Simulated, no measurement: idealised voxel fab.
Process module under the name voxel capacitor over wiring
Section cut is 155 nm wide and gridded with 5 nm square cells.
In what follows, cross-sections appear as grids of square cells, described through bands that run from the top down, where every band is one or more rows of cells. Quick guide to a band line: top height, bottom height (nm) up front; then every material left to right with its width in nm. Only one material and it's marked "everywhere"? Then it fills the band edge to edge. And "blank" just means empty space. Height reference: 0 = level under which incoming wafer is all one material. Lowest band: no bottom, runs on downward, e.g. "0 nm and below". So if you see something like "30->40" for the width, read it as the top row of the band sitting at the first number and the bottom row at the second, with every row in between moving by the same amount as the last. "nothing different", as given for a step, is the statement that not any cell of the cross-section underwent a change during that step. Empty spaces without an open route to the top, at least 8 cells in extent, make up the entry "Fully sealed cavities"; each is given as width x height at distance, where the distance is measured from the left edge, and all are in nm. The remark found on a step's line after its settings is issued by the simulator itself and pertains to that step. overlay nm: for a step with a mask, the amount by which the mask lay right of where it was planned; a negative amount means left of it.

Process steps - plan
- 1: RECEIVE with material Si
- 2: CONFORMAL_DEP with material SiO2, thk nm 15
- 3: DIRECTIONAL_DEP with material TiN, thk nm 5
- 4: DIRECTIONAL_DEP with material W, thk nm 15
- 5: PATTERN with tone cover, mask id METAL_1, material resist, width nm 25, pitch nm 95, thk nm 20, overlay nm 0
- 6: DIRECTIONAL_ETCH with etch materials W, depth nm 15
- 7: DIRECTIONAL_ETCH with etch materials TiN, depth nm 5
- 8: STRIP with etch materials resist
- 9: FILL_DEP with material lowk, thk nm 5
- 10: CMP with height nm 35
- 11: CONFORMAL_DEP with material SiCN, thk nm 5
- 12: DIRECTIONAL_DEP with material SiO2, thk nm 20
- 13: MASKED_ETCH with tone open, mask id PLUG_1, width nm 15, etch materials SiO2, depth nm 20, overlay nm 0
- 14: MASKED_ETCH with tone open, mask id PLUG_1, width nm 15, etch materials SiCN, depth nm 5, overlay nm 0
- 15: CONFORMAL_DEP with material TiN, thk nm 5
- 16: FILL_DEP with material Cu, thk nm 5
- 17: CMP with height nm 60
- 18: DIRECTIONAL_DEP with material TiN, thk nm 10
- 19: DIRECTIONAL_DEP with material SiN, thk nm 5
- 20: DIRECTIONAL_DEP with material TiN, thk nm 10
- 21: MASKED_ETCH with tone cover, mask id UPPER_PLATE, width nm 75, etch materials TiN, depth nm 10, overlay nm 0
- 22: MASKED_ETCH with tone cover, mask id UPPER_PLATE, width nm 75, etch materials SiN, depth nm 5, overlay nm 0
- 23: MASKED_ETCH with tone cover, mask id LOWER_PLATE, width nm 85, etch materials TiN, depth nm 10, overlay nm 0
- 24: FILL_DEP with material SiO2, thk nm 15
- 25: CMP with height nm 95
- 26: PATTERN with tone open, mask id PLUG_2, material resist, width nm 15, thk nm 20, overlay nm 0
- 27: DIRECTIONAL_ETCH with etch materials SiO2, depth nm 10
- 28: STRIP with etch materials resist
- 29: CONFORMAL_DEP with material TiN, thk nm 5
- 30: FILL_DEP with material Ru, thk nm 5
- 31: CMP with height nm 95
- 32: CONFORMAL_DEP with material SiCN, thk nm 5

As-received state of the wafer in cross-section, equivalent to post-step 1
  0 nm and below | Si everywhere
  Fully sealed cavities: none

Result of the module, cross-sectioned: start per above, plan per above, one error in how it was run
  100 nm to 95 nm | SiCN everywhere
  95 nm to 90 nm | SiO2 35 / TiN 5 / Ru 5 / TiN 5 / SiO2 105
  90 nm to 85 nm | SiO2 35 / TiN 15 / SiO2 105
  85 nm to 75 nm | SiO2 25 / TiN 75 / SiO2 55
  75 nm to 70 nm | SiO2 25 / SiN 75 / SiO2 55
  70 nm to 60 nm | SiO2 15 / TiN 95 / SiO2 45
  60 nm to 40 nm | SiO2 25 / TiN 5 / Cu 5 / TiN 5 / SiO2 115
  40 nm to 35 nm | SiCN 25 / TiN 15 / SiCN 115
  35 nm to 20 nm | lowk 15 / W 25 / lowk 70 / W 25 / lowk 20
  20 nm to 15 nm | lowk 15 / TiN 25 / lowk 70 / TiN 25 / lowk 20
  15 nm to 0 nm | SiO2 everywhere
  0 nm and below | Si everywhere
  Fully sealed cavities: none
What broke from the plan during processing? step 23, actual vs plan mismatch, actual run MASKED_ETCH with tone cover, mask id LOWER_PLATE, width nm 95, etch materials TiN, depth nm 10, overlay nm 0
